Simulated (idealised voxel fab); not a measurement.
The following is a process module called voxel self aligned contacts.
Cross-section cut: width 235 nm, square cells of 5 nm.
When this document writes out a cross-section, it uses a grid of square cells and lists it as bands, beginning at the top and moving down, with a band standing for one or more rows of cells.
The band entry comprises the height of the band's top followed by the height of its bottom, expressed in nm, and subsequently the band's materials from left to right, each stated together with its width in nm. Where a single material is marked with the word "all across", that material fills the band from edge to edge. The word "blank" represents empty space.
Heads up on the height convention: 0 is the point under which the incoming wafer is all one material, and the lowest band has no bottom, it just keeps going down, like "z 0 and below".
The expression "30..40" gives the width at the extremes of the band, the first number at its top row of cells and the second at its bottom row, with the width changing by equal amounts from each row to the next in between.
Step marked "no alterations made"? Then no cell in the cross-section changed in it.
Empty spaces without an open route to the top, at least 8 cells in extent, make up the entry "Closed empty spaces"; each is given as width x height at distance, where the distance is measured from the left edge, and all are in nm.
What comes after the settings on a step's line is commentary from the simulator itself on that step.
Each step line may optionally specify "overlay nm", which for a step with a mask gives the rightward distance between the mask's planned place and where it lay, a negative value indicating the leftward direction.
PROCESS STEPS - PLAN
1 RECEIVE | material Si
2 OXIDIZE | depth nm 5
3 DIRECTIONAL_DEP | material polySi | thk nm 25
4 DIRECTIONAL_DEP | material SiN | thk nm 15
5 PATTERN | tone cover | mask id GATE | material resist | width nm 30 | pitch nm 65 | thk nm 15 | overlay nm 0
6 DIRECTIONAL_ETCH | etch materials SiN | depth nm 15
7 DIRECTIONAL_ETCH | etch materials polySi | depth nm 25
8 STRIP | etch materials resist
9 CONFORMAL_DEP | material SiN | thk nm 5
10 DIRECTIONAL_ETCH | etch materials SiN | depth nm 5
11 FILL_DEP | material SiO2 | thk nm 15
12 CMP | height nm 45
13 DIRECTIONAL_DEP | material aC | thk nm 15
14 PATTERN | tone open | mask id CONTACT | material resist | width nm 45 | pitch nm 65 | thk nm 30 | overlay nm 0
15 DIRECTIONAL_ETCH | etch materials aC | depth nm 15
16 STRIP | etch materials resist
17 DIRECTIONAL_ETCH | etch materials SiO2 | depth nm 50
18 STRIP | etch materials aC
19 CONFORMAL_DEP | material TiN | thk nm 5
20 FILL_DEP | material Ru | thk nm 10
21 CMP | height nm 45
22 CONFORMAL_DEP | material SiCN | thk nm 5
AS-RECEIVED WAFER CROSS-SECTION (AFTER STEP 1)
* z 0 and below  Si all across
* Closed empty spaces: none
END-OF-MODULE CROSS-SECTION. STARTING STRUCTURE AND PROCESS PLAN AS ABOVE; ONE MISTAKE MADE IN RUNNING IT
* z 50 to 45  SiCN all across
* z 45 to 40  60 SiO2, 15 TiN, 15 Ru, 15 TiN, 20 SiO2, 15 TiN, 15 Ru, 15 TiN, 65 SiO2
* z 40 to 20  30 SiO2, 5 SiN, 30 polySi, 5 SiN, 5 TiN, 15 Ru, 5 TiN, 5 SiN, 30 polySi, 5 SiN, 5 TiN, 15 Ru, 5 TiN, 5 SiN, 30 polySi, 5 SiN, 35 SiO2
* z 20 to 15  30 SiO2, 5 SiN, 30 polySi, 5 SiN, 25 TiN, 5 SiN, 30 polySi, 5 SiN, 25 TiN, 5 SiN, 30 polySi, 5 SiN, 35 SiO2
* z 15 to 0  SiN all across
* z 0 to -5  SiO2 all across
* z -5 and below  Si all across
* Closed empty spaces: none
Diagnosis: transposition of steps 3 and 4 relative to the planned sequence
